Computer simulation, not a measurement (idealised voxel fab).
This is a process module. Its name is voxel wiring stack.
FYI the section here is cut, 155 nm wide, cells are 5 nm squares.
We lay out every cross-section as a grid of square cells and spell it out in bands from the top down, where one band means one or more rows of cells. Heads up on the band format: heights come first, top then bottom, in nm. After that it's the materials left to right, each with its width in nm. A single material flagged "everywhere" fills the whole band edge to edge, and "air" means there's empty space there. Note: height 0 marks the level under which the wafer is uniformly one material as received. Lowest band unbounded below, written "0 down". Note: "30->40" means the width goes from the first number (top row of the band) to the second number (bottom row) in equal steps per row of cells. "no change" (step): cross-section cells unchanged, all of them. The entry "Sealed void list" lists the empty spaces that cover at least 8 cells and have no open path to the top. Each is written as width x height at distance, where the distance is measured from the left edge and all three values are in nm. Anything after a step's settings on that line? It's the simulator's own note about the step. A step line may carry the setting "overlay nm", which, for steps involving a mask, states the distance by which the mask lay to the right of its intended position; negative values denote displacement to the left.

### Planned process steps
1) RECEIVE, material Si
2) CONFORMAL_DEP, material SiO2, thk nm 10
3) DIRECTIONAL_DEP, material TiN, thk nm 5
4) DIRECTIONAL_DEP, material Ru, thk nm 15
5) MASKED_ETCH, tone cover, mask id METAL_1, width nm 25, pitch nm 45, etch materials Ru, depth nm 15, overlay nm 0
6) MASKED_ETCH, tone cover, mask id METAL_1, width nm 25, pitch nm 45, etch materials TiN, depth nm 5, overlay nm 0
7) FILL_DEP, material lowk, thk nm 5
8) CMP, height nm 30
9) CONFORMAL_DEP, material SiCN, thk nm 5
10) DIRECTIONAL_DEP, material lowk, thk nm 10
11) MASKED_ETCH, tone open, mask id PLUG_1, width nm 15, pitch nm 45, etch materials lowk, depth nm 10, overlay nm 0
12) MASKED_ETCH, tone open, mask id PLUG_1, width nm 15, pitch nm 45, etch materials SiCN, depth nm 5, overlay nm 0
13) EPI, material Ru, thk nm 10
14) EPI, material Ru, thk nm 5
15) CONFORMAL_DEP, material SiCN, thk nm 5
16) DIRECTIONAL_DEP, material SiO2, thk nm 25
17) PATTERN, tone open, mask id METAL_2, material resist, width nm 25, pitch nm 45, thk nm 20, overlay nm 0
18) DIRECTIONAL_ETCH, etch materials SiO2, depth nm 25
19) DIRECTIONAL_ETCH, etch materials SiCN, depth nm 5
20) STRIP, etch materials resist
21) CONFORMAL_DEP, material TiN, thk nm 5
22) FILL_DEP, material Ru, thk nm 10
23) CMP, height nm 75
24) CONFORMAL_DEP, material SiCN, thk nm 5
25) DIRECTIONAL_DEP, material SiO2, thk nm 35
26) PATTERN, tone open, mask id METAL_3, material resist, width nm 25, pitch nm 45, thk nm 20, overlay nm 0
27) DIRECTIONAL_ETCH, etch materials SiO2, depth nm 20
28) STRIP, etch materials resist
29) MASKED_ETCH, tone open, mask id METAL_3_HOLES, width nm 15, pitch nm 90, etch materials SiO2, depth nm 15, overlay nm 0
30) MASKED_ETCH, tone open, mask id METAL_3_HOLES, width nm 15, pitch nm 90, etch materials SiCN, depth nm 5, overlay nm 0
31) CONFORMAL_DEP, material TiN, thk nm 5
32) FILL_DEP, material Cu, thk nm 5
33) CMP, height nm 115
34) CONFORMAL_DEP, material SiN, thk nm 5

### Cross-section of the incoming wafer, state after step 1
    0 down: Si everywhere
    Sealed void list: none

### Cross-section, first of two wafers, end of module, run as planned
    120 to 115: SiN everywhere
    115 to 100: 20 of SiO2, then 5 of TiN, then 15 of Cu, then 5 of TiN, then 20 of SiO2, then 5 of TiN, then 15 of Cu, then 5 of TiN, then 20 of SiO2, then 5 of TiN, then 15 of Cu, then 5 of TiN, then 20 of SiO2
    100 to 95: 20 of SiO2, then 5 of TiN, then 5 of Cu, then 15 of TiN, then 20 of SiO2, then 25 of TiN, then 20 of SiO2, then 5 of TiN, then 5 of Cu, then 15 of TiN, then 20 of SiO2
    95 to 80: 20 of SiO2, then 5 of TiN, then 5 of Cu, then 5 of TiN, then 75 of SiO2, then 5 of TiN, then 5 of Cu, then 5 of TiN, then 30 of SiO2
    80 to 75: 20 of SiCN, then 15 of TiN, then 75 of SiCN, then 15 of TiN, then 30 of SiCN
    75 to 50: 20 of SiO2, then 5 of TiN, then 15 of Ru, then 5 of TiN, then 20 of SiO2, then 5 of TiN, then 15 of Ru, then 5 of TiN, then 20 of SiO2, then 5 of TiN, then 15 of Ru, then 5 of TiN, then 20 of SiO2
    50 to 45: 20 of SiCN, then 25 of TiN, then 20 of SiCN, then 25 of TiN, then 20 of SiCN, then 25 of TiN, then 20 of SiCN
    45 to 35: 20 of lowk, then 15 of Ru, then 30 of lowk, then 15 of Ru, then 30 of lowk, then 15 of Ru, then 30 of lowk
    35 to 30: 20 of SiCN, then 15 of Ru, then 30 of SiCN, then 15 of Ru, then 30 of SiCN, then 15 of Ru, then 30 of SiCN
    30 to 15: 20 of lowk, then 25 of Ru, then 20 of lowk, then 25 of Ru, then 20 of lowk, then 25 of Ru, then 20 of lowk
    15 to 10: 20 of lowk, then 25 of TiN, then 20 of lowk, then 25 of TiN, then 20 of lowk, then 25 of TiN, then 20 of lowk
    10 to 0: SiO2 everywhere
    0 down: Si everywhere
    Sealed void list: none

### Presented here is a cross-section of the second of the two wafers as it stood at the end of the module. It was started in the same manner and assigned the same plan as the first wafer; however, one mistake was made in its execution
    120 to 115: SiN everywhere
    115 to 80: SiO2 everywhere
    80 to 75: SiCN everywhere
    75 to 50: 20 of SiO2, then 5 of TiN, then 15 of Ru, then 5 of TiN, then 20 of SiO2, then 5 of TiN, then 15 of Ru, then 5 of TiN, then 20 of SiO2, then 5 of TiN, then 15 of Ru, then 5 of TiN, then 20 of SiO2
    50 to 45: 20 of SiCN, then 25 of TiN, then 20 of SiCN, then 25 of TiN, then 20 of SiCN, then 25 of TiN, then 20 of SiCN
    45 to 35: 20 of lowk, then 15 of Ru, then 30 of lowk, then 15 of Ru, then 30 of lowk, then 15 of Ru, then 30 of lowk
    35 to 30: 20 of SiCN, then 15 of Ru, then 30 of SiCN, then 15 of Ru, then 30 of SiCN, then 15 of Ru, then 30 of SiCN
    30 to 15: 20 of lowk, then 25 of Ru, then 20 of lowk, then 25 of Ru, then 20 of lowk, then 25 of Ru, then 20 of lowk
    15 to 10: 20 of lowk, then 25 of TiN, then 20 of lowk, then 25 of TiN, then 20 of lowk, then 25 of TiN, then 20 of lowk
    10 to 0: SiO2 everywhere
    0 down: Si everywhere
    Sealed void list: none
Heads up, the wafer didn't run the way we planned it: twice, step 25 of the plan was run
Final difference in cells, second wafer against first, listed per material as more or fewer: Cu: 35 fewer; SiCN: 6 more; SiO2: 78 more; TiN: 49 fewer
